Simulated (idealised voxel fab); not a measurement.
Presented below is a process module, voxel self aligned vias.
Square cells of 5 nm make up the cross-section cut, whose width is 230 nm.
If you're reading a cross-section in this doc, picture square cells in a grid; it comes to you as bands, top ones listed first down to the bottom, and a band can be one or more rows of cells. Each band's line starts with the height of the band's top and of its bottom, in nm. Then come its materials from left to right, each with its width in nm. One material with "all across" fills the band from edge to edge. "blank" is empty space. Heights are reckoned from 0. Under this level, the received wafer is all of one material. The bottommost band is open-ended downward, for example "0 down". Width: "30->40" (first number = top row, second number = bottom row, same change from row to row of cells). "everything unchanged" -> step changed no cross-section cell. "Closed void entries": empty spaces of 8 cells or more with no open way to the top, each given as width x height at distance, distance from the left edge, all in nm. after a step's settings: what the simulator itself notes on the step. On any step carrying a mask, the "overlay nm" setting, if present on the step's line, tells how far right of its planned place the mask lay; negative values point to the left.
[Planned process steps]
1,RECEIVE,material Si
2,CONFORMAL_DEP,material SiO2,thk nm 10
3,CONFORMAL_DEP,material SiCN,thk nm 5
4,DIRECTIONAL_DEP,material SiO2,thk nm 30
5,MASKED_ETCH,tone open,mask id LINES,width nm 20,pitch nm 50,etch materials SiO2,depth nm 30,overlay nm 0
6,CONFORMAL_DEP,material TiN,thk nm 5
7,FILL_DEP,material Ru,thk nm 10
8,CMP,height nm 45
9,SELECTIVE_ETCH,etch materials W Ru TiN,depth nm 10
10,FILL_DEP,material SiN,thk nm 10
11,CMP,height nm 45
12,DIRECTIONAL_DEP,material SiO2,thk nm 15
13,PATTERN,tone open,mask id VIAS,material resist,width nm 20,thk nm 20,overlay nm 0
14,DIRECTIONAL_ETCH,etch materials SiO2,depth nm 15
15,DIRECTIONAL_ETCH,etch materials SiN,depth nm 10
16,STRIP,etch materials resist
17,CONFORMAL_DEP,material TiN,thk nm 5
18,FILL_DEP,material W,thk nm 5
19,CMP,height nm 60
20,CONFORMAL_DEP,material SiCN,thk nm 5
Keep in mind the plan's value for the width nm of step 13 comes from the first wafer; the wafers don't share that setting, but they do share the same starting point.
[As-received state after step 1, first of several wafers, cross-section]
> 0 down | Si all across
> Closed void entries: none
[Every row in this table is a wafer at the end of the module, and it gives, for each of the materials, the cells that wafer has gained (+) or lost (-) since it was received, then its closed voids]
width nm 20, +12 Ru, +92 SiCN, +8 SiN, +446 SiO2, +32 TiN, +8 W, Closed void entries: none
width nm 25, +12 Ru, +92 SiCN, +8 SiN, +443 SiO2, +33 TiN, +10 W, Closed void entries: none
width nm 30, +12 Ru, +92 SiCN, +8 SiN, +440 SiO2, +34 TiN, +12 W, Closed void entries: none
width nm 35, +12 Ru, +92 SiCN, +8 SiN, +437 SiO2, +35 TiN, +14 W, Closed void entries: none
width nm 40, +12 Ru, +92 SiCN, +8 SiN, +434 SiO2, +36 TiN, +16 W, Closed void entries: none
width nm 45, +12 Ru, +92 SiCN, +8 SiN, +431 SiO2, +37 TiN, +18 W, Closed void entries: none
